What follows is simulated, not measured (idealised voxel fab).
process module | voxel transistor to metal
cross-section cut | 210 nm wide | cells 5 nm
A cross-section is a grid of square cells, given in bands from the top down. A band is one or more rows of cells.
Each band's line starts with the height of the band's top and of its bottom, in nm. Then come its materials from left to right, each with its width in nm. One material with "throughout" fills the band from edge to edge. "air" is empty space.
Height 0 is the level under which the wafer as received is all one material. The lowest band goes on downwards, as in "0 down".
A width such as "30 to 40" changes by the same amount from each row of cells to the next, from the band's top row to its bottom row.
"no change" after a step means that no cell of the cross-section changed.
closed voids: empty space of 8 cells or more with no open way to the top, each as width x height at its distance from the left edge, in nm
after a step's settings: what the simulator itself notes on the step
overlay nm, on a step with a mask: how far to the right of its planned place the mask lay; to the left if negative
plan
1 op RECEIVE | material Si
2 op CONFORMAL_DEP | material SiO2 | thk nm 5
3 op CONFORMAL_DEP | material SiN | thk nm 10
4 op MASKED_ETCH | tone cover | mask id ACTIVE | width nm 110 | etch materials SiN | depth nm 10 | overlay nm 0
5 op MASKED_ETCH | tone cover | mask id ACTIVE | width nm 100 | etch materials SiO2 | depth nm 5 | overlay nm 0
6 op MASKED_ETCH | tone cover | mask id ACTIVE | width nm 110 | etch materials Si | depth nm 25 | overlay nm 0
7 op FILL_DEP | material SiO2 | thk nm 10
8 op CMP | height nm 15
9 op SELECTIVE_ETCH | etch materials SiO2 | depth nm 5
10 op STRIP | etch materials SiN
11 op SELECTIVE_ETCH | etch materials SiO2 | depth nm 5
12 op OXIDIZE | depth nm 5
13 op DIRECTIONAL_DEP | material polySi | thk nm 25
14 op DIRECTIONAL_DEP | material SiCN | thk nm 15
15 op MASKED_ETCH | tone cover | mask id GATE | width nm 30 | etch materials SiCN | depth nm 25 | overlay nm 0
16 op MASKED_ETCH | tone cover | mask id GATE | width nm 30 | etch materials polySi | depth nm 35 | overlay nm 0
17 op CONFORMAL_DEP | material SiN | thk nm 5
18 op DIRECTIONAL_ETCH | etch materials SiN | depth nm 5
19 op DIRECTIONAL_ETCH | etch materials SiO2 | depth nm 5
20 op DIRECTIONAL_ETCH | etch materials Si | depth nm 15
21 op EPI | material pSi | thk nm 15
22 op FILL_DEP | material SiO2 | thk nm 5
23 op CMP | height nm 25
24 op STRIP | etch materials polySi
25 op SELECTIVE_ETCH | etch materials SiO2 | depth nm 5
26 op CONFORMAL_DEP | material HfO2 | thk nm 5
27 op CONFORMAL_DEP | material TiN | thk nm 5
28 op FILL_DEP | material W | thk nm 5
29 op CMP | height nm 20
30 op DIRECTIONAL_DEP | material SiO2 | thk nm 15
31 op DIRECTIONAL_DEP | material aC | thk nm 15
32 op PATTERN | tone open | mask id CONTACT | material resist | width nm 15 | pitch nm 75 | thk nm 35 | overlay nm 0
33 op DIRECTIONAL_ETCH | etch materials aC | depth nm 15
34 op STRIP | etch materials resist
35 op DIRECTIONAL_ETCH | etch materials SiO2 | depth nm 40
36 op STRIP | etch materials aC
37 op CONFORMAL_DEP | material TiN | thk nm 5
38 op FILL_DEP | material Ru | thk nm 10
39 op CMP | height nm 35
40 op CONFORMAL_DEP | material SiCN | thk nm 5
41 op DIRECTIONAL_DEP | material lowk | thk nm 25
42 op MASKED_ETCH | tone open | mask id METAL_1 | width nm 15 | pitch nm 75 | etch materials lowk | depth nm 25 | overlay nm 0
43 op MASKED_ETCH | tone open | mask id METAL_1 | width nm 15 | pitch nm 75 | etch materials SiCN | depth nm 5 | overlay nm 0
44 op CONFORMAL_DEP | material TiN | thk nm 5
45 op FILL_DEP | material Cu | thk nm 10
46 op CMP | height nm 65
47 op CONFORMAL_DEP | material SiN | thk nm 5
varied across the wafers: width nm of step 5. The plan shows the first wafer's value. All wafers start alike
first wafer as received, after step 1
  0 down: Si throughout
  closed voids: none
each wafer at the end: cells of each material gained (+) or lost (-) since it was received, then its closed voids
width nm 100 | +10 Cu | +16 HfO2 | +8 Ru | -164 Si | +36 SiCN | +52 SiN | +314 SiO2 | +70 TiN | +6 W | +180 lowk | +60 pSi | closed voids: none
width nm 105 | +10 Cu | +16 HfO2 | +8 Ru | -164 Si | +36 SiCN | +52 SiN | +314 SiO2 | +70 TiN | +6 W | +180 lowk | +60 pSi | closed voids: none
width nm 110 | +10 Cu | +16 HfO2 | +8 Ru | -164 Si | +36 SiCN | +52 SiN | +314 SiO2 | +70 TiN | +6 W | +180 lowk | +60 pSi | closed voids: none
width nm 115 | +10 Cu | +16 HfO2 | +8 Ru | -160 Si | +36 SiCN | +52 SiN | +303 SiO2 | +67 TiN | +6 W | +180 lowk | +70 pSi | closed voids: none
width nm 120 | +10 Cu | +16 HfO2 | +8 Ru | -156 Si | +36 SiCN | +52 SiN | +292 SiO2 | +64 TiN | +6 W | +180 lowk | +80 pSi | closed voids: none
width nm 125 | +10 Cu | +16 HfO2 | +8 Ru | -152 Si | +36 SiCN | +52 SiN | +288 SiO2 | +64 TiN | +6 W | +180 lowk | +80 pSi | closed voids: none
